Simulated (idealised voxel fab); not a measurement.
process module | voxel ribs on slabs
cross-section cut | 265 nm wide | cells 5 nm
A cross-section is a grid of square cells, given in bands from the top down. A band is one or more rows of cells.
Each band's line starts with the height of the band's top and of its bottom, in nm. Then come its materials from left to right, each with its width in nm. One material with "throughout" fills the band from edge to edge. "air" is empty space.
Height 0 is the level under which the wafer as received is all one material. The lowest band goes on downwards, as in "0 down".
A width such as "30 to 40" changes by the same amount from each row of cells to the next, from the band's top row to its bottom row.
"no change" after a step means that no cell of the cross-section changed.
closed voids: empty space of 8 cells or more with no open way to the top, each as width x height at its distance from the left edge, in nm
after a step's settings: what the simulator itself notes on the step
overlay nm, on a step with a mask: how far to the right of its planned place the mask lay; to the left if negative
plan
1 op RECEIVE | material Si
2 op DIRECTIONAL_DEP | material SiO2 | thk nm 30
3 op DIRECTIONAL_DEP | material SiN | thk nm 15
4 op PATTERN | tone cover | mask id RIB | material resist | width nm 20 | thk nm 20 | overlay nm 0
5 op DIRECTIONAL_ETCH | etch materials SiN | depth nm 10
6 op STRIP | etch materials resist
7 op PATTERN | tone cover | mask id SLAB | material resist | width nm 80 | thk nm 20 | overlay nm 0
8 op DIRECTIONAL_ETCH | etch materials SiN | depth nm 5
9 op STRIP | etch materials resist
10 op FILL_DEP | material SiO2 | thk nm 20
11 op CMP | height nm 55
12 op DIRECTIONAL_DEP | material W | thk nm 5
13 op DIRECTIONAL_DEP | material aC | thk nm 15
14 op PATTERN | tone cover | mask id HEATER | material resist | width nm 30 | thk nm 30 | overlay nm 0
15 op DIRECTIONAL_ETCH | etch materials aC | depth nm 15
16 op STRIP | etch materials resist
17 op DIRECTIONAL_ETCH | etch materials W | depth nm 5
18 op STRIP | etch materials aC
19 op CONFORMAL_DEP | material SiO2 | thk nm 10
first wafer, as planned
as received, after step 1
  0 down: Si throughout
  closed voids: none
after step 2
  30 to 0: SiO2 throughout
  below 0: unchanged
after step 3
  45 to 30: SiN throughout
  below 30: unchanged
after step 4
  65 to 45: air 120 | resist 20 | air 125
  below 45: unchanged
after step 5
  65 to 45: air 120 | resist 20 | air 125
  45 to 35: air 120 | SiN 20 | air 125
  below 35: unchanged
after step 6
  45 to 35: air 120 | SiN 20 | air 125
  below 35: unchanged
after step 7
  65 to 45: air 90 | resist 80 | air 95
  45 to 35: air 90 | resist 30 | SiN 20 | resist 30 | air 95
  below 35: unchanged
after step 8
  65 to 45: air 90 | resist 80 | air 95
  45 to 35: air 90 | resist 30 | SiN 20 | resist 30 | air 95
  35 to 30: air 90 | SiN 80 | air 95
  below 30: unchanged
after step 9
  45 to 35: air 120 | SiN 20 | air 125
  below 35: unchanged
after step 10
  65 to 45: SiO2 throughout
  45 to 35: SiO2 120 | SiN 20 | SiO2 125
  35 to 30: SiO2 90 | SiN 80 | SiO2 95
  below 30: unchanged
after step 11
  55 to 45: SiO2 throughout
  below 45: unchanged
after step 12
  60 to 55: W throughout
  below 55: unchanged
after step 13
  75 to 60: aC throughout
  below 60: unchanged
after step 14
  105 to 75: air 115 | resist 30 | air 120
  below 75: unchanged
after step 15
  90 to 75: air 115 | resist 30 | air 120
  75 to 60: air 115 | aC 30 | air 120
  below 60: unchanged
after step 16
  75 to 60: air 115 | aC 30 | air 120
  below 60: unchanged
after step 17
  75 to 60: air 115 | aC 30 | air 120
  60 to 55: air 115 | W 30 | air 120
  below 55: unchanged
after step 18
  60 to 55: air 115 | W 30 | air 120
  below 55: unchanged
after step 19
  70 to 65: air 105 | SiO2 50 | air 110
  65 to 60: SiO2 throughout
  60 to 55: SiO2 115 | W 30 | SiO2 120
  below 55: unchanged
second wafer: like start, like plan, one mistake. Through step 18 it matches the first wafer
when step 19 should have ended: no change
what went wrong: step 19 was left out
at the end the second wafer has, in cells: 110 fewer of SiO2
